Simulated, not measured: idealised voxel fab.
The process module presented herein is designated voxel released beams.
In the cross-section labelled cut, the width is 210 nm and each square cell is 5 nm.
A cross-section is a grid of square cells, given in bands from the top down. A band is one or more rows of cells.
The band entry comprises the height of the band's top followed by the height of its bottom, expressed in nm, and subsequently the band's materials from left to right, each stated together with its width in nm. Where a single material is marked with the word "edge to edge", that material fills the band from edge to edge. The word "empty" represents empty space.
Height is counted from the level 0, under which the received wafer is composed throughout of one material. The lowest of the bands is not closed at the bottom but continues downward, in the notation "top 0, no bottom".
A width such as "30->40" changes by the same amount from each row of cells to the next, from the band's top row to its bottom row.
The cross-section has no changed cell in any step marked "same as before".
"Enclosed void entries": empty spaces of 8 cells or more with no open way to the top, each given as width x height at distance, distance from the left edge, all in nm.
Post-settings text on a step line: simulator's own remark regarding the step.
When a step includes a mask, the "overlay nm" setting on its line states how far to the right of its planned place that mask lay, and negative values state how far to the left.
# Planned step list for the process
1: RECEIVE [material Si]
2: CONFORMAL_DEP [material SiN] [thk nm 5]
3: DIRECTIONAL_DEP [material SiO2] [thk nm 10]
4: DIRECTIONAL_DEP [material aC] [thk nm 15]
5: PATTERN [tone open] [mask id ANCHOR] [material resist] [width nm 35] [thk nm 35] [overlay nm 0]
6: DIRECTIONAL_ETCH [etch materials aC] [depth nm 15]
7: STRIP [etch materials resist]
8: DIRECTIONAL_ETCH [etch materials SiO2] [depth nm 10]
9: STRIP [etch materials aC]
10: CONFORMAL_DEP [material W] [thk nm 15]
11: DIRECTIONAL_DEP [material aC] [thk nm 15]
12: PATTERN [tone cover] [mask id BEAM] [material resist] [width nm 120] [thk nm 30] [overlay nm 0]
13: DIRECTIONAL_ETCH [etch materials aC] [depth nm 15]
14: STRIP [etch materials resist]
15: DIRECTIONAL_ETCH [etch materials W] [depth nm 15]
16: STRIP [etch materials aC]
17: STRIP [etch materials SiO2]
# First of two wafers, with the run carried out as planned
# Incoming wafer, cross-sectional view, post step 1
    top 0, no bottom | Si edge to edge
    Enclosed void entries: none
# Once step 2 is through, the wafer looks like this in cross-section
    top 5, bottom 0 | SiN edge to edge
    Below a height of 0, the structure has not been altered.
# Once step 3 is through, the wafer looks like this in cross-section
    top 15, bottom 5 | SiO2 edge to edge
    Below a height of 5, the structure has not been altered.
# Once step 4 is through, the wafer looks like this in cross-section
    top 30, bottom 15 | aC edge to edge
    Below a height of 15, the structure has not been altered.
# Once step 5 is through, the wafer looks like this in cross-section
    top 65, bottom 30 | 45 of resist | 35 of empty | 130 of resist
    Below a height of 30, the structure has not been altered.
# Once step 6 is through, the wafer looks like this in cross-section
    top 50, bottom 30 | 45 of resist | 35 of empty | 130 of resist
    top 30, bottom 15 | 45 of aC | 35 of empty | 130 of aC
    Below a height of 15, the structure has not been altered.
# Once step 7 is through, the wafer looks like this in cross-section
    top 30, bottom 15 | 45 of aC | 35 of empty | 130 of aC
    Below a height of 15, the structure has not been altered.
# Once step 8 is through, the wafer looks like this in cross-section
    top 30, bottom 15 | 45 of aC | 35 of empty | 130 of aC
    top 15, bottom 5 | 45 of SiO2 | 35 of empty | 130 of SiO2
    Below a height of 5, the structure has not been altered.
# Once step 9 is through, the wafer looks like this in cross-section
    top 15, bottom 5 | 45 of SiO2 | 35 of empty | 130 of SiO2
    Below a height of 5, the structure has not been altered.
# Once step 10 is through, the wafer looks like this in cross-section
    top 30, bottom 20 | 60 of W | 5 of empty | 145 of W
    top 20, bottom 15 | W edge to edge
    top 15, bottom 5 | 45 of SiO2 | 35 of W | 130 of SiO2
    Below a height of 5, the structure has not been altered.
# Once step 11 is through, the wafer looks like this in cross-section
    top 45, bottom 35 | 60 of aC | 5 of empty | 145 of aC
    top 35, bottom 30 | aC edge to edge
    top 30, bottom 20 | 60 of W | 5 of aC | 145 of W
    Below a height of 20, the structure has not been altered.
# Once step 12 is through, the wafer looks like this in cross-section
    top 75, bottom 45 | 40 of empty | 120 of resist | 50 of empty
    top 45, bottom 35 | 60 of aC | 5 of resist | 145 of aC
    Below a height of 35, the structure has not been altered.
# Once step 13 is through, the wafer looks like this in cross-section
    top 60, bottom 45 | 40 of empty | 120 of resist | 50 of empty
    top 45, bottom 35 | 40 of empty | 20 of aC | 5 of resist | 95 of aC | 50 of empty
    top 35, bottom 30 | 40 of empty | 120 of aC | 50 of empty
    Below a height of 30, the structure has not been altered.
# Once step 14 is through, the wafer looks like this in cross-section
    top 45, bottom 35 | 40 of empty | 20 of aC | 5 of empty | 95 of aC | 50 of empty
    Below a height of 35, the structure has not been altered.
# Once step 15 is through, the wafer looks like this in cross-section
    top 45, bottom 35 | 40 of empty | 20 of aC | 5 of empty | 95 of aC | 50 of empty
    top 35, bottom 30 | 40 of empty | 120 of aC | 50 of empty
    top 30, bottom 20 | 40 of empty | 20 of W | 5 of aC | 95 of W | 50 of empty
    top 20, bottom 15 | 40 of empty | 120 of W | 50 of empty
    Below a height of 15, the structure has not been altered.
# Once step 16 is through, the wafer looks like this in cross-section
    top 30, bottom 20 | 40 of empty | 20 of W | 5 of empty | 95 of W | 50 of empty
    Below a height of 20, the structure has not been altered.
# Once step 17 is through, the wafer looks like this in cross-section
    top 30, bottom 20 | 40 of empty | 20 of W | 5 of empty | 95 of W | 50 of empty
    top 20, bottom 15 | 40 of empty | 120 of W | 50 of empty
    top 15, bottom 5 | 45 of empty | 35 of W | 130 of empty
    Below a height of 5, the structure has not been altered.
# The second wafer was prepared from the same starting point and under the same plan as the first; its processing contained one mistake, and it remains indistinguishable from the first wafer up to and including step 4
# Second wafer profile in section, at the moment step 5 of the plan was meant to be complete
    top 65, bottom 30 | 50 of resist | 25 of empty | 135 of resist
    Below a height of 30, the structure has not been altered.
# Second wafer profile in section, at the moment step 6 of the plan was meant to be complete
    top 50, bottom 30 | 50 of resist | 25 of empty | 135 of resist
    top 30, bottom 15 | 50 of aC | 25 of empty | 135 of aC
    Below a height of 15, the structure has not been altered.
# Second wafer profile in section, at the moment step 7 of the plan was meant to be complete
    top 30, bottom 15 | 50 of aC | 25 of empty | 135 of aC
    Below a height of 15, the structure has not been altered.
# Second wafer profile in section, at the moment step 8 of the plan was meant to be complete
    top 30, bottom 15 | 50 of aC | 25 of empty | 135 of aC
    top 15, bottom 5 | 50 of SiO2 | 25 of empty | 135 of SiO2
    Below a height of 5, the structure has not been altered.
# Second wafer profile in section, at the moment step 9 of the plan was meant to be complete
    top 15, bottom 5 | 50 of SiO2 | 25 of empty | 135 of SiO2
    Below a height of 5, the structure has not been altered.
# Second wafer profile in section, at the moment step 10 of the plan was meant to be complete
    top 30, bottom 15 | W edge to edge
    top 15, bottom 5 | 50 of SiO2 | 25 of W | 135 of SiO2
    Below a height of 5, the structure has not been altered.
# Second wafer profile in section, at the moment step 11 of the plan was meant to be complete
    top 45, bottom 30 | aC edge to edge
    Below a height of 30, the structure has not been altered.
# Second wafer profile in section, at the moment step 12 of the plan was meant to be complete
    top 75, bottom 45 | 40 of empty | 120 of resist | 50 of empty
    Below a height of 45, the structure has not been altered.
# Second wafer profile in section, at the moment step 13 of the plan was meant to be complete
    top 60, bottom 45 | 40 of empty | 120 of resist | 50 of empty
    top 45, bottom 30 | 40 of empty | 120 of aC | 50 of empty
    Below a height of 30, the structure has not been altered.
# Second wafer profile in section, at the moment step 14 of the plan was meant to be complete
    top 45, bottom 30 | 40 of empty | 120 of aC | 50 of empty
    Below a height of 30, the structure has not been altered.
# Second wafer profile in section, at the moment step 15 of the plan was meant to be complete
    top 45, bottom 30 | 40 of empty | 120 of aC | 50 of empty
    top 30, bottom 15 | 40 of empty | 120 of W | 50 of empty
    Below a height of 15, the structure has not been altered.
# Second wafer profile in section, at the moment step 16 of the plan was meant to be complete
    top 30, bottom 15 | 40 of empty | 120 of W | 50 of empty
    Below a height of 15, the structure has not been altered.
# Second wafer profile in section, at the moment step 17 of the plan was meant to be complete
    top 30, bottom 15 | 40 of empty | 120 of W | 50 of empty
    top 15, bottom 5 | 50 of empty | 25 of W | 135 of empty
    Below a height of 5, the structure has not been altered.
Finding, execution versus plan: planned and actual differ for step 5; actual: PATTERN [tone open] [mask id ANCHOR] [material resist] [width nm 25] [thk nm 35] [overlay nm 0]
Looking at both finished wafers in cells, the second ends up ahead of or behind the first on some materials: 2 fewer of W
